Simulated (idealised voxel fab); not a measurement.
process module | voxel capacitor over wiring
cross-section cut | 160 nm wide | cells 5 nm
A cross-section is a grid of square cells, given in bands from the top down. A band is one or more rows of cells.
Each band's line starts with the height of the band's top and of its bottom, in nm. Then come its materials from left to right, each with its width in nm. One material with "throughout" fills the band from edge to edge. "air" is empty space.
Height 0 is the level under which the wafer as received is all one material. The lowest band goes on downwards, as in "0 down".
A width such as "30 to 40" changes by the same amount from each row of cells to the next, from the band's top row to its bottom row.
"no change" after a step means that no cell of the cross-section changed.
closed voids: empty space of 8 cells or more with no open way to the top, each as width x height at its distance from the left edge, in nm
after a step's settings: what the simulator itself notes on the step
overlay nm, on a step with a mask: how far to the right of its planned place the mask lay; to the left if negative
plan
1 op RECEIVE | material Si
2 op CONFORMAL_DEP | material SiO2 | thk nm 10
3 op DIRECTIONAL_DEP | material TiN | thk nm 5
4 op DIRECTIONAL_DEP | material Ru | thk nm 15
5 op MASKED_ETCH | tone cover | mask id METAL_1 | width nm 20 | pitch nm 90 | etch materials Ru | depth nm 15 | overlay nm 0
6 op MASKED_ETCH | tone cover | mask id METAL_1 | width nm 20 | pitch nm 90 | etch materials TiN | depth nm 5 | overlay nm 0
7 op CONFORMAL_DEP | material SiN | thk nm 5
8 op FILL_DEP | material lowk | thk nm 5
9 op CMP | height nm 30
10 op CONFORMAL_DEP | material SiCN | thk nm 5
11 op DIRECTIONAL_DEP | material lowk | thk nm 20
12 op DIRECTIONAL_DEP | material aC | thk nm 10
13 op PATTERN | tone open | mask id PLUG_1 | material resist | width nm 15 | thk nm 25 | overlay nm 0
14 op DIRECTIONAL_ETCH | etch materials aC | depth nm 10
15 op STRIP | etch materials resist
16 op DIRECTIONAL_ETCH | etch materials lowk | depth nm 20
17 op DIRECTIONAL_ETCH | etch materials SiCN | depth nm 5
18 op STRIP | etch materials aC
19 op EPI | material Ru | thk nm 10
20 op EPI | material Ru | thk nm 10
21 op EPI | material Ru | thk nm 5
22 op DIRECTIONAL_DEP | material TiN | thk nm 10
23 op DIRECTIONAL_DEP | material Al2O3 | thk nm 5
24 op DIRECTIONAL_DEP | material TiN | thk nm 10
25 op MASKED_ETCH | tone cover | mask id UPPER_PLATE | width nm 75 | etch materials TiN | depth nm 10 | overlay nm 0
26 op MASKED_ETCH | tone cover | mask id UPPER_PLATE | width nm 75 | etch materials Al2O3 | depth nm 5 | overlay nm 0
27 op DIRECTIONAL_DEP | material aC | thk nm 15
28 op PATTERN | tone cover | mask id LOWER_PLATE | material resist | width nm 85 | thk nm 35 | overlay nm 0
29 op DIRECTIONAL_ETCH | etch materials aC | depth nm 15
30 op STRIP | etch materials resist
31 op DIRECTIONAL_ETCH | etch materials TiN | depth nm 10
32 op STRIP | etch materials aC
33 op FILL_DEP | material SiO2 | thk nm 20
34 op CMP | height nm 95
35 op PATTERN | tone open | mask id PLUG_2 | material resist | width nm 15 | thk nm 20 | overlay nm 0
36 op DIRECTIONAL_ETCH | etch materials SiO2 | depth nm 15
37 op STRIP | etch materials resist
38 op CONFORMAL_DEP | material TiN | thk nm 5
39 op FILL_DEP | material Cu | thk nm 5
40 op CMP | height nm 95
41 op CONFORMAL_DEP | material SiCN | thk nm 5
varied across the wafers: thk nm of step 7. The plan shows the first wafer's value. All wafers start alike
first wafer as received, after step 1
  0 down: Si throughout
  closed voids: none
each wafer at the end: cells of each material gained (+) or lost (-) since it was received, then its closed voids
thk nm 5 | +15 Al2O3 | +2 Cu | +39 Ru | +61 SiCN | +36 SiN | +232 SiO2 | +79 TiN | +176 lowk | closed voids: none
thk nm 10 | +15 Al2O3 | +2 Cu | +39 Ru | +61 SiCN | +64 SiN | +232 SiO2 | +79 TiN | +148 lowk | closed voids: none
thk nm 15 | +15 Al2O3 | +2 Cu | +39 Ru | +61 SiCN | +84 SiN | +232 SiO2 | +79 TiN | +128 lowk | closed voids: none
thk nm 20 | +15 Al2O3 | +2 Cu | +39 Ru | +61 SiCN | +96 SiN | +232 SiO2 | +79 TiN | +116 lowk | closed voids: none
